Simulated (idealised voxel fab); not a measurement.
Process module in this document: voxel double patterning
FYI the section here is cut, 220 nm wide, cells are 5 nm squares.
Cross-sections here: square-cell grids, written as top-down lists of bands, a band being one or more rows of cells.
Top, bottom (nm), then materials left to right with widths (nm); lone material tagged "everywhere" fills the whole band edge to edge; "empty" = empty space.
Below 0: as-received wafer, all one material; heights counted from there. Lowest band: no bottom, goes on down, written "top 0, no bottom".
The width entry "30..40" should be interpreted row by row: the top row of cells in the band takes the first number, the bottom row takes the second number, and the change between adjacent rows is uniform throughout.
"nothing was modified" after a step means that no cell of the cross-section changed.
Entry "Closed cavity list" = empty spaces >= 8 cells with no open way to the top; each as width x height at distance, distance from left edge, all nm.
Text after the settings on a step's line: the simulator's own remark on that step.
The optional step-line setting "overlay nm" applies to steps with a mask and quantifies how far to the right of its planned location the mask lay, a negative value indicating leftward placement.
Process steps (planned)
1: RECEIVE: material Si
2: CONFORMAL_DEP: material SiO2, thk nm 10
3: DIRECTIONAL_DEP: material TiN, thk nm 20
4: DIRECTIONAL_DEP: material SiCN, thk nm 5
5: MASKED_ETCH: tone open, mask id FIRST, width nm 15, pitch nm 50, etch materials SiCN, depth nm 5, overlay nm 0
6: DIRECTIONAL_DEP: material aC, thk nm 15
7: PATTERN: tone open, mask id SECOND, material resist, width nm 15, pitch nm 50, thk nm 35, overlay nm 0
8: DIRECTIONAL_ETCH: etch materials aC, depth nm 15
9: STRIP: etch materials resist
10: DIRECTIONAL_ETCH: etch materials SiCN, depth nm 5
11: STRIP: etch materials aC
12: DIRECTIONAL_ETCH: etch materials TiN, depth nm 20
13: STRIP: etch materials SiCN
Wafer at receipt (post step 1), cross-section
    top 0, no bottom | Si everywhere
    Closed cavity list: none
Module complete, cross-section. Starting point and plan per above. One mistake made in running the module
    top 30, bottom 10 | 40 nm TiN / 15 nm empty / 20 nm TiN / 30 nm empty / 20 nm TiN / 30 nm empty / 65 nm TiN
    top 10, bottom 0 | SiO2 everywhere
    top 0, no bottom | Si everywhere
    Closed cavity list: none
Run error: note that step 5 departed from the planned setting and was carried out as MASKED_ETCH: tone open, mask id FIRST, width nm 15, pitch nm 50, etch materials SiCN, depth nm 5, overlay nm -10
